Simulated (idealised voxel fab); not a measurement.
process module | voxel trench capacitor
cross-section cut | 195 nm wide | cells 5 nm
A cross-section is a grid of square cells, given in bands from the top down. A band is one or more rows of cells.
Each band's line starts with the height of the band's top and of its bottom, in nm. Then come its materials from left to right, each with its width in nm. One material with "throughout" fills the band from edge to edge. "air" is empty space.
Height 0 is the level under which the wafer as received is all one material. The lowest band goes on downwards, as in "0 down".
A width such as "30 to 40" changes by the same amount from each row of cells to the next, from the band's top row to its bottom row.
"no change" after a step means that no cell of the cross-section changed.
closed voids: empty space of 8 cells or more with no open way to the top, each as width x height at its distance from the left edge, in nm
after a step's settings: what the simulator itself notes on the step
overlay nm, on a step with a mask: how far to the right of its planned place the mask lay; to the left if negative
plan
1 op RECEIVE | material Si
2 op CONFORMAL_DEP | material SiN | thk nm 5
3 op DIRECTIONAL_DEP | material aC | thk nm 15
4 op PATTERN | tone open | mask id TRENCH | material resist | width nm 25 | pitch nm 50 | thk nm 30 | overlay nm 0
5 op DIRECTIONAL_ETCH | etch materials aC | depth nm 15
6 op STRIP | etch materials resist
7 op DIRECTIONAL_ETCH | etch materials SiN | depth nm 5
8 op DIRECTIONAL_ETCH | etch materials Si | depth nm 40
9 op STRIP | etch materials aC
10 op CONFORMAL_DEP | material Al2O3 | thk nm 5
11 op CONFORMAL_DEP | material TiN | thk nm 5
12 op FILL_DEP | material W | thk nm 10
13 op CMP | height nm 5
as received, after step 1
  0 down: Si throughout
  closed voids: none
first wafer at the end, as planned
  5 to 0: SiN 35 | Al2O3 5 | TiN 5 | W 5 | TiN 5 | Al2O3 5 | SiN 25 | Al2O3 5 | TiN 5 | W 5 | TiN 5 | Al2O3 5 | SiN 25 | Al2O3 5 | TiN 5 | W 5 | TiN 5 | Al2O3 5 | SiN 35
  0 to -30: Si 35 | Al2O3 5 | TiN 5 | W 5 | TiN 5 | Al2O3 5 | Si 25 | Al2O3 5 | TiN 5 | W 5 | TiN 5 | Al2O3 5 | Si 25 | Al2O3 5 | TiN 5 | W 5 | TiN 5 | Al2O3 5 | Si 35
  -30 to -35: Si 35 | Al2O3 5 | TiN 15 | Al2O3 5 | Si 25 | Al2O3 5 | TiN 15 | Al2O3 5 | Si 25 | Al2O3 5 | TiN 15 | Al2O3 5 | Si 35
  -35 to -40: Si 35 | Al2O3 25 | Si 25 | Al2O3 25 | Si 25 | Al2O3 25 | Si 35
  -40 down: Si throughout
  closed voids: none
second wafer at the end: like start, like plan, one mistake
  5 to 0: SiN 35 | TiN 5 | W 15 | TiN 5 | SiN 25 | TiN 5 | W 15 | TiN 5 | SiN 25 | TiN 5 | W 15 | TiN 5 | SiN 35
  0 to -35: Si 35 | TiN 5 | W 15 | TiN 5 | Si 25 | TiN 5 | W 15 | TiN 5 | Si 25 | TiN 5 | W 15 | TiN 5 | Si 35
  -35 to -40: Si 35 | TiN 25 | Si 25 | TiN 25 | Si 25 | TiN 25 | Si 35
  -40 down: Si throughout
  closed voids: none
what went wrong: step 10 was left out
at the end the second wafer has, in cells: 63 fewer of Al2O3 | 12 more of TiN | 51 more of W
